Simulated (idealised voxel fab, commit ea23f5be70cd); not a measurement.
The following process module bears the name voxel released beams.
Cross-section cut spans 200 nm and uses square cells 5 nm in size.
Reading order for cross-sections: top band down to bottom band. Underlying form: a grid of square cells. Band size: one or more rows of cells. Per band: top height and bottom height in nm, followed by the left-to-right materials and their widths in nm; "throughout" marks a single material spanning edge to edge, "blank" marks empty space. Where do heights start? At 0: under that level the wafer as delivered is made of one material only. And the lowest band has no floor; it just carries on downward, as in "from 0 down". A two-number width, for instance "30->40", indicates that the width is equal to the first number in the top row of the band and to the second number in the bottom row, and that it changes by a constant amount per row of cells. Step marked "no change occurred"? Then no cell in the cross-section changed in it. "Closed void list" lists enclosed empty spaces (at least 8 cells, no open path upward to the top), each as width x height at distance from the left edge, in nm. Whatever follows a step's settings on its line is a remark the simulator itself makes about that step. Among the settings permitted on a step's line is "overlay nm"; applied to a step with a mask, it specifies the extent to which the mask lay to the right of its planned position, whereas a negative figure signifies a position to the left.
[Set out below are the planned steps of the process]
1,RECEIVE (material Si)
2,CONFORMAL_DEP (material SiN; thk nm 5)
3,DIRECTIONAL_DEP (material SiO2; thk nm 20)
4,DIRECTIONAL_DEP (material aC; thk nm 15)
5,PATTERN (tone open; mask id ANCHOR; material resist; width nm 35; thk nm 30; overlay nm 0)
6,DIRECTIONAL_ETCH (etch materials aC; depth nm 15)
7,STRIP (etch materials resist)
8,DIRECTIONAL_ETCH (etch materials SiO2; depth nm 20)
9,STRIP (etch materials aC)
10,CONFORMAL_DEP (material TiN; thk nm 15)
11,PATTERN (tone cover; mask id BEAM; material resist; width nm 80; thk nm 20; overlay nm -15)
12,DIRECTIONAL_ETCH (etch materials TiN; depth nm 15)
13,STRIP (etch materials resist)
14,STRIP (etch materials SiO2)
Be aware that, although all wafers share a common starting state, the overlay nm at step 11 differs among them, and the plan displays the first wafer's value.
[Cut through the first of several wafers as received, post step 1]
* from 0 down = Si throughout
* Closed void list: none
[Here's the first of several wafers in cross-section, end of the module, after the last step, step 14]
* from 40 to 25 = blank: 40, then TiN: 35, then blank: 5, then TiN: 40, then blank: 80
* from 25 to 20 = blank: 60, then TiN: 15, then blank: 5, then TiN: 15, then blank: 105
* from 20 to 5 = blank: 60, then TiN: 35, then blank: 105
* from 5 to 0 = SiN throughout
* from 0 down = Si throughout
* Closed void list: none
[Cross-sectional view, end of module, last wafer of several]
* from 40 to 25 = blank: 70, then TiN: 5, then blank: 5, then TiN: 70, then blank: 50
* from 25 to 20 = blank: 60, then TiN: 15, then blank: 5, then TiN: 15, then blank: 105
* from 20 to 5 = blank: 60, then TiN: 35, then blank: 105
* from 5 to 0 = SiN throughout
* from 0 down = Si throughout
* Closed void list: none
[each wafer at the end: cells of each material gained (+) or lost (-) since it was received, then its closed voids]
overlay nm -15 | +40 SiN | +72 TiN | Closed void list: none
overlay nm -10 | +40 SiN | +72 TiN | Closed void list: none
overlay nm -5 | +40 SiN | +72 TiN | Closed void list: none
overlay nm 0 | +40 SiN | +72 TiN | Closed void list: none
overlay nm 5 | +40 SiN | +72 TiN | Closed void list: none
overlay nm 10 | +40 SiN | +72 TiN | Closed void list: none
overlay nm 15 | +40 SiN | +72 TiN | Closed void list: none
